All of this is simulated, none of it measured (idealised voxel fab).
Presented below is a process module, voxel self aligned contacts.
cross-section cut | 200 nm wide | cells 5 nm
Square cells in a grid make up a cross-section in this document, and the grid is given as bands, listed from the top down, each one or more rows of cells.
Band entry format. Leading values: height of top, height of bottom, nm. Remainder: materials in left-to-right order, each with its width in nm. Special words: "edge to edge" on a single material, which then fills the band edge to edge; "air", empty space.
Heights are measured from 0, the level below which the as-received wafer is all one material; the lowest band has no bottom and continues downward, written as in "z 0 and below".
The expression "30 to 40" gives the width at the extremes of the band, the first number at its top row of cells and the second at its bottom row, with the width changing by equal amounts from each row to the next in between.
Basically "everything unchanged" means that step didn't change any cell in the cross-section.
"Enclosed cavity list": sealed empty spaces, 8 cells or more, no open way to top, listed width x height at distance, with distance from the left edge and width, height and distance in nm.
On each step's line, the part that comes after the settings is the simulator's own comment on the step.
"overlay nm" denotes, for a step that has a mask, the displacement of the mask to the right of its planned place, with negative values corresponding to the left.
This section lists the process steps that were planned
- 1: RECEIVE [material Si]
- 2: OXIDIZE [depth nm 5]
- 3: DIRECTIONAL_DEP [material polySi] [thk nm 30]
- 4: DIRECTIONAL_DEP [material SiN] [thk nm 15]
- 5: MASKED_ETCH [tone cover] [mask id GATE] [width nm 35] [pitch nm 60] [etch materials SiN] [depth nm 15] [overlay nm 0]
- 6: MASKED_ETCH [tone cover] [mask id GATE] [width nm 35] [pitch nm 60] [etch materials polySi] [depth nm 30] [overlay nm 0]
- 7: CONFORMAL_DEP [material SiN] [thk nm 5]
- 8: DIRECTIONAL_ETCH [etch materials SiN] [depth nm 5]
- 9: FILL_DEP [material SiO2] [thk nm 20]
- 10: CMP [height nm 55]
- 11: MASKED_ETCH [tone open] [mask id CONTACT] [width nm 35] [pitch nm 60] [etch materials SiO2] [depth nm 60] [overlay nm 0]
- 12: CONFORMAL_DEP [material TiN] [thk nm 5]
- 13: FILL_DEP [material W] [thk nm 10]
- 14: CMP [height nm 55]
- 15: CONFORMAL_DEP [material SiN] [thk nm 5]
Concerning the first of two wafers, which was run in accordance with the plan
Incoming wafer in cross-section (state: after step 1)
* z 0 and below  Si edge to edge
* Enclosed cavity list: none
The wafer in cross-section once step 2 is complete
* z 0 to -5  SiO2 edge to edge
* Everything under -5 stays put, no change at all.
The wafer in cross-section once step 3 is complete
* z 30 to 0  polySi edge to edge
* Everything under 0 stays put, no change at all.
The wafer in cross-section once step 4 is complete
* z 45 to 30  SiN edge to edge
* Everything under 30 stays put, no change at all.
The wafer in cross-section once step 5 is complete
* z 45 to 30  air=20 | SiN=35 | air=25 | SiN=35 | air=25 | SiN=35 | air=25
* Everything under 30 stays put, no change at all.
The wafer in cross-section once step 6 is complete
* z 45 to 30  air=20 | SiN=35 | air=25 | SiN=35 | air=25 | SiN=35 | air=25
* z 30 to 0  air=20 | polySi=35 | air=25 | polySi=35 | air=25 | polySi=35 | air=25
* Everything under 0 stays put, no change at all.
The wafer in cross-section once step 7 is complete
* z 50 to 30  air=15 | SiN=45 | air=15 | SiN=45 | air=15 | SiN=45 | air=20
* z 30 to 5  air=15 | SiN=5 | polySi=35 | SiN=5 | air=15 | SiN=5 | polySi=35 | SiN=5 | air=15 | SiN=5 | polySi=35 | SiN=5 | air=20
* z 5 to 0  SiN=20 | polySi=35 | SiN=25 | polySi=35 | SiN=25 | polySi=35 | SiN=25
* Everything under 0 stays put, no change at all.
The wafer in cross-section once step 8 is complete
* z 45 to 30  air=15 | SiN=45 | air=15 | SiN=45 | air=15 | SiN=45 | air=20
* z 30 to 0  air=15 | SiN=5 | polySi=35 | SiN=5 | air=15 | SiN=5 | polySi=35 | SiN=5 | air=15 | SiN=5 | polySi=35 | SiN=5 | air=20
* Everything under 0 stays put, no change at all.
The wafer in cross-section once step 9 is complete
* z 65 to 45  SiO2 edge to edge
* z 45 to 30  SiO2=15 | SiN=45 | SiO2=15 | SiN=45 | SiO2=15 | SiN=45 | SiO2=20
* z 30 to 0  SiO2=15 | SiN=5 | polySi=35 | SiN=5 | SiO2=15 | SiN=5 | polySi=35 | SiN=5 | SiO2=15 | SiN=5 | polySi=35 | SiN=5 | SiO2=20
* Everything under 0 stays put, no change at all.
The wafer in cross-section once step 10 is complete
* z 55 to 45  SiO2 edge to edge
* Everything under 45 stays put, no change at all.
The wafer in cross-section once step 11 is complete
* z 55 to 45  SiO2=50 | air=35 | SiO2=25 | air=35 | SiO2=55
* z 45 to 30  SiO2=15 | SiN=45 | air=15 | SiN=45 | air=15 | SiN=45 | SiO2=20
* z 30 to 0  SiO2=15 | SiN=5 | polySi=35 | SiN=5 | air=15 | SiN=5 | polySi=35 | SiN=5 | air=15 | SiN=5 | polySi=35 | SiN=5 | SiO2=20
* z 0 to -5  SiO2=60 | air=15 | SiO2=45 | air=15 | SiO2=65
* Everything under -5 stays put, no change at all.
The wafer in cross-section once step 12 is complete
* z 60 to 55  TiN=55 | air=25 | TiN=35 | air=25 | TiN=60
* z 55 to 45  SiO2=50 | TiN=5 to 15 | air=25 to 5 | TiN=5 to 15 | SiO2=25 | TiN=5 to 15 | air=25 to 5 | TiN=5 to 15 | SiO2=55
* z 45 to 30  SiO2=15 | SiN=45 | TiN=5 | air=5 | TiN=5 | SiN=45 | TiN=5 | air=5 | TiN=5 | SiN=45 | SiO2=20
* z 30 to 0  SiO2=15 | SiN=5 | polySi=35 | SiN=5 | TiN=5 | air=5 | TiN=5 | SiN=5 | polySi=35 | SiN=5 | TiN=5 | air=5 | TiN=5 | SiN=5 | polySi=35 | SiN=5 | SiO2=20
* z 0 to -5  SiO2=60 | TiN=15 | SiO2=45 | TiN=15 | SiO2=65
* Everything under -5 stays put, no change at all.
The wafer in cross-section once step 13 is complete
* z 70 to 60  W edge to edge
* z 60 to 55  TiN=55 | W=25 | TiN=35 | W=25 | TiN=60
* z 55 to 45  SiO2=50 | TiN=5 to 15 | W=25 to 5 | TiN=5 to 15 | SiO2=25 | TiN=5 to 15 | W=25 to 5 | TiN=5 to 15 | SiO2=55
* z 45 to 30  SiO2=15 | SiN=45 | TiN=5 | W=5 | TiN=5 | SiN=45 | TiN=5 | W=5 | TiN=5 | SiN=45 | SiO2=20
* z 30 to 0  SiO2=15 | SiN=5 | polySi=35 | SiN=5 | TiN=5 | W=5 | TiN=5 | SiN=5 | polySi=35 | SiN=5 | TiN=5 | W=5 | TiN=5 | SiN=5 | polySi=35 | SiN=5 | SiO2=20
* Everything under 0 stays put, no change at all.
The wafer in cross-section once step 14 is complete
* z 55 to 45  SiO2=50 | TiN=5 to 15 | W=25 to 5 | TiN=5 to 15 | SiO2=25 | TiN=5 to 15 | W=25 to 5 | TiN=5 to 15 | SiO2=55
* Everything under 45 stays put, no change at all.
The wafer in cross-section once step 15 is complete
* z 60 to 55  SiN edge to edge
* Everything under 55 stays put, no change at all.
Second wafer. Start and plan as for the first. One mistake made in running. Agrees with the first up to and including step 14
The second wafer in cross-section, at the planned close of step 15
* z 60 to 55  SiO2 edge to edge
* Everything under 55 stays put, no change at all.
Finding, execution versus plan: step 15 off recipe, ran as CONFORMAL_DEP [material SiO2] [thk nm 5]
Final tally in cells, some materials are higher or lower on the second wafer than on the first: -40 SiN | +40 SiO2
